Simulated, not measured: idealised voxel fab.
Name of the process module below: voxel self aligned contacts
Pictured: cross-section cut, 300 nm wide, on a grid of 5 nm square cells.
Throughout this document, each cross-section is represented as a grid of square cells and is presented as a sequence of bands enumerated from the top downward, where a band comprises one or more rows of cells.
Band entry format. Leading values: height of top, height of bottom, nm. Remainder: materials in left-to-right order, each with its width in nm. Special words: "throughout" on a single material, which then fills the band edge to edge; "air", empty space.
We count height from 0. Below that, the starting wafer is all one material. The lowest band never ends at the bottom but goes on down; see "from 0 down" for how that is written.
The expression "30->40" gives the width at the extremes of the band, the first number at its top row of cells and the second at its bottom row, with the width changing by equal amounts from each row to the next in between.
Step marked "nothing changed"? Then no cell in the cross-section changed in it.
In "Closed void table" the enclosed voids are listed, meaning empty spaces of 8 cells or larger without any opening to the top. The form is width x height at distance, distance from the left edge, units nm.
Formally, on a step line, whatever follows the settings is a remark that the simulator itself makes on the step.
Steps that use a mask can have "overlay nm" on their line. It says how far the mask sat to the right of where it was meant to be. Negative means to the left.
The steps planned for the process are as follows:
1) RECEIVE, material Si
2) OXIDIZE, depth nm 5
3) DIRECTIONAL_DEP, material polySi, thk nm 30
4) DIRECTIONAL_DEP, material SiN, thk nm 20
5) PATTERN, tone cover, mask id GATE, material resist, width nm 25, pitch nm 60, thk nm 20, overlay nm 0
6) DIRECTIONAL_ETCH, etch materials SiN, depth nm 20
7) DIRECTIONAL_ETCH, etch materials polySi, depth nm 30
8) STRIP, etch materials resist
9) CONFORMAL_DEP, material SiN, thk nm 10
10) DIRECTIONAL_ETCH, etch materials SiN, depth nm 10
11) FILL_DEP, material SiO2, thk nm 15
12) CMP, height nm 55
13) DIRECTIONAL_DEP, material aC, thk nm 15
14) PATTERN, tone open, mask id CONTACT, material resist, width nm 45, pitch nm 60, thk nm 30, overlay nm 0
15) DIRECTIONAL_ETCH, etch materials aC, depth nm 15
16) STRIP, etch materials resist
17) DIRECTIONAL_ETCH, etch materials SiO2, depth nm 60
18) STRIP, etch materials aC
19) CONFORMAL_DEP, material TiN, thk nm 5
20) FILL_DEP, material W, thk nm 5
21) CMP, height nm 55
22) CONFORMAL_DEP, material SiCN, thk nm 5
Cross-section: wafer on arrival = after step 1:
* from 0 down | Si throughout
* Closed void table: none
Same starting wafer, same plan as above, one mistake in the execution; this is the cross-section at the end of the module:
* from 60 to 55 | SiCN throughout
* from 55 to 35 | SiO2 65 | SiN 10 | polySi 25 | SiN 10 | TiN 5 | W 5 | TiN 5 | SiN 10 | polySi 25 | SiN 10 | TiN 5 | W 5 | TiN 5 | SiN 10 | polySi 25 | SiN 10 | SiO2 70
* from 35 to 30 | SiO2 65 | SiN 10 | polySi 25 | SiN 10 | TiN 15 | SiN 10 | polySi 25 | SiN 10 | TiN 15 | SiN 10 | polySi 25 | SiN 10 | SiO2 70
* from 30 to 0 | polySi throughout
* from 0 to -5 | SiO2 throughout
* from -5 down | Si throughout
* Closed void table: none
Nonconformance to the process plan: heads up, step 3 of the plan got done twice
